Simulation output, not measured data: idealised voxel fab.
process module | voxel quadruple lines
cross-section cut | 300 nm wide | cells 5 nm
A cross-section is a grid of square cells, given in bands from the top down. A band is one or more rows of cells.
Each band's line starts with the height of the band's top and of its bottom, in nm. Then come its materials from left to right, each with its width in nm. One material with "throughout" fills the band from edge to edge. "air" is empty space.
Height 0 is the level under which the wafer as received is all one material. The lowest band goes on downwards, as in "0 down".
A width such as "30 to 40" changes by the same amount from each row of cells to the next, from the band's top row to its bottom row.
"no change" after a step means that no cell of the cross-section changed.
closed voids: empty space of 8 cells or more with no open way to the top, each as width x height at its distance from the left edge, in nm
after a step's settings: what the simulator itself notes on the step
overlay nm, on a step with a mask: how far to the right of its planned place the mask lay; to the left if negative
plan
1 op RECEIVE | material Si
2 op CONFORMAL_DEP | material Al2O3 | thk nm 5
3 op DIRECTIONAL_DEP | material W | thk nm 10
4 op DIRECTIONAL_DEP | material polySi | thk nm 15
5 op DIRECTIONAL_DEP | material aC | thk nm 25
6 op PATTERN | tone cover | mask id MANDREL | material resist | width nm 35 | thk nm 35 | overlay nm 0
7 op DIRECTIONAL_ETCH | etch materials aC | depth nm 25
8 op STRIP | etch materials resist
9 op CONFORMAL_DEP | material SiO2 | thk nm 15
10 op DIRECTIONAL_ETCH | etch materials SiO2 | depth nm 15
11 op STRIP | etch materials aC
12 op DIRECTIONAL_ETCH | etch materials polySi | depth nm 15
13 op STRIP | etch materials SiO2
14 op CONFORMAL_DEP | material SiN | thk nm 10
15 op DIRECTIONAL_ETCH | etch materials SiN | depth nm 10
16 op STRIP | etch materials polySi
17 op DIRECTIONAL_ETCH | etch materials W | depth nm 10
18 op STRIP | etch materials SiN
as received, after step 1
  0 down: Si throughout
  closed voids: none
first wafer at the end, as planned
  15 to 5: air 105 | W 10 | air 15 | W 10 | air 15 | W 10 | air 15 | W 10 | air 110
  5 to 0: Al2O3 throughout
  0 down: Si throughout
  closed voids: none
second wafer at the end: like start, like plan, one mistake
  15 to 5: air 110 | W 10 | air 15 | W 10 | air 15 | W 10 | air 15 | W 10 | air 105
  5 to 0: Al2O3 throughout
  0 down: Si throughout
  closed voids: none
what went wrong: step 6 ran as: op PATTERN | tone cover | mask id MANDREL | material resist | width nm 35 | thk nm 35 | overlay nm 5
at the end the second wafer has, in cells: as many of each material as the first, in other places
